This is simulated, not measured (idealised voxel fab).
Documented hereafter: the process module known as voxel gate over fins.
It is cross-section cut that appears here, measuring 210 nm in width, its square cells being 5 nm in size.
This document writes a cross-section as a grid whose cells are square, and gives it as bands, listed from the top down; one or more rows of cells form a band. Band entry format. Leading values: height of top, height of bottom, nm. Remainder: materials in left-to-right order, each with its width in nm. Special words: "throughout" on a single material, which then fills the band edge to edge; "air", empty space. Height datum 0, below which the as-received substrate wafer is one material. Lowest band open at the bottom, running downward: "0 and below". The notation "30..40" denotes a width that varies across the rows of cells in the band, beginning at the first number in the top row, finishing at the second number in the bottom row, and changing by an identical amount from each row to the next. Key: "no modifications" - step with no changed cell in the cross-section. Closed-off voids of 8+ cells (no open route to the top) go in "Internal closed voids", written width x height at distance from the left edge, in nm. after a step's settings: what the simulator itself notes on the step. overlay nm: on a step with a mask, how far right of its planned place the mask lay; negative means left.

The planned process steps are enumerated hereunder
1,RECEIVE with material Si
2,CONFORMAL_DEP with material SiN, thk nm 10
3,DIRECTIONAL_DEP with material aC, thk nm 15
4,PATTERN with tone cover, mask id FINS, material resist, width nm 15, pitch nm 45, thk nm 35, overlay nm 0
5,DIRECTIONAL_ETCH with etch materials aC, depth nm 15
6,STRIP with etch materials resist
7,DIRECTIONAL_ETCH with etch materials SiN, depth nm 10
8,DIRECTIONAL_ETCH with etch materials Si, depth nm 35
9,STRIP with etch materials aC
10,FILL_DEP with material SiO2, thk nm 15
11,CMP with height nm 10
12,SELECTIVE_ETCH with etch materials SiO2, depth nm 25
13,STRIP with etch materials SiN
14,CONFORMAL_DEP with material HfO2, thk nm 5
15,CONFORMAL_DEP with material TiN, thk nm 5
16,CONFORMAL_DEP with material TiAl, thk nm 5
17,CONFORMAL_DEP with material TiN, thk nm 5
18,FILL_DEP with material W, thk nm 10
19,CMP with height nm 25
20,CONFORMAL_DEP with material SiCN, thk nm 5
Every wafer here starts from the same state; it is the step 20 thk nm that distinguishes them, and the value the plan gives belongs to the first wafer.

First of several wafers (as received, post step 1), cross-sectional view
* 0 and below | Si throughout
* Internal closed voids: none

Per-wafer rows below. For each material: cells gained (+) or lost (-) since the wafer was received, as of end of module. Then: closed voids
thk nm 5, +60 HfO2, -231 Si, +42 SiCN, +132 SiO2, +60 TiAl, +108 TiN, +81 W, Internal closed voids: none
thk nm 10, +60 HfO2, -231 Si, +84 SiCN, +132 SiO2, +60 TiAl, +108 TiN, +81 W, Internal closed voids: none
thk nm 15, +60 HfO2, -231 Si, +126 SiCN, +132 SiO2, +60 TiAl, +108 TiN, +81 W, Internal closed voids: none
thk nm 20, +60 HfO2, -231 Si, +168 SiCN, +132 SiO2, +60 TiAl, +108 TiN, +81 W, Internal closed voids: none
